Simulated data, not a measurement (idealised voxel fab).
process module | voxel gate over fins
cross-section cut | 210 nm wide | cells 5 nm
A cross-section is a grid of square cells, given in bands from the top down. A band is one or more rows of cells.
Each band's line starts with the height of the band's top and of its bottom, in nm. Then come its materials from left to right, each with its width in nm. One material with "throughout" fills the band from edge to edge. "air" is empty space.
Height 0 is the level under which the wafer as received is all one material. The lowest band goes on downwards, as in "0 down".
A width such as "30 to 40" changes by the same amount from each row of cells to the next, from the band's top row to its bottom row.
"no change" after a step means that no cell of the cross-section changed.
closed voids: empty space of 8 cells or more with no open way to the top, each as width x height at its distance from the left edge, in nm
after a step's settings: what the simulator itself notes on the step
overlay nm, on a step with a mask: how far to the right of its planned place the mask lay; to the left if negative
plan
1 op RECEIVE | material Si
2 op CONFORMAL_DEP | material SiN | thk nm 10
3 op MASKED_ETCH | tone cover | mask id FINS | width nm 15 | pitch nm 40 | etch materials SiN | depth nm 10 | overlay nm 0
4 op MASKED_ETCH | tone cover | mask id FINS | width nm 15 | pitch nm 40 | etch materials Si | depth nm 35 | overlay nm 0
5 op OXIDIZE | depth nm 5
6 op FILL_DEP | material SiO2 | thk nm 15
7 op CMP | height nm 10
8 op SELECTIVE_ETCH | etch materials SiO2 | depth nm 20
9 op STRIP | etch materials SiN
10 op CONFORMAL_DEP | material HfO2 | thk nm 5
11 op CONFORMAL_DEP | material TiN | thk nm 5
12 op FILL_DEP | material W | thk nm 15
13 op CMP | height nm 20
14 op CONFORMAL_DEP | material SiN | thk nm 5
as received, after step 1
  0 down: Si throughout
  closed voids: none
first wafer at the end, as planned
  25 to 20: SiN throughout
  20 to 10: W throughout
  10 to 5: W 70 | TiN 25 | W 15 | TiN 25 | W 75
  5 to 0: W 70 | TiN 5 | HfO2 15 | TiN 5 | W 15 | TiN 5 | HfO2 15 | TiN 5 | W 75
  0 to -5: TiN 75 | HfO2 5 | Si 5 | HfO2 5 | TiN 25 | HfO2 5 | Si 5 | HfO2 5 | TiN 80
  -5 to -10: HfO2 80 | Si 5 | HfO2 35 | Si 5 | HfO2 85
  -10 to -40: SiO2 80 | Si 5 | SiO2 35 | Si 5 | SiO2 85
  -40 down: Si throughout
  closed voids: none
second wafer at the end: like start, like plan, one mistake
  25 to 20: SiN throughout
  20 to 10: W throughout
  10 to 5: TiN 80 | W 5 | TiN 35 | W 5 | TiN 85
  5 to 0: HfO2 75 | TiN 15 | HfO2 25 | TiN 15 | HfO2 80
  0 to -5: Si 70 | HfO2 25 | Si 15 | HfO2 25 | Si 75
  -5 down: Si throughout
  closed voids: none
what went wrong: step 3 ran as: op MASKED_ETCH | tone open | mask id FINS | width nm 15 | pitch nm 40 | etch materials SiN | depth nm 10 | overlay nm 0
at the end the second wafer has, in cells: 4 fewer of HfO2 | 310 more of Si | 240 fewer of SiO2 | 4 fewer of TiN | 62 fewer of W
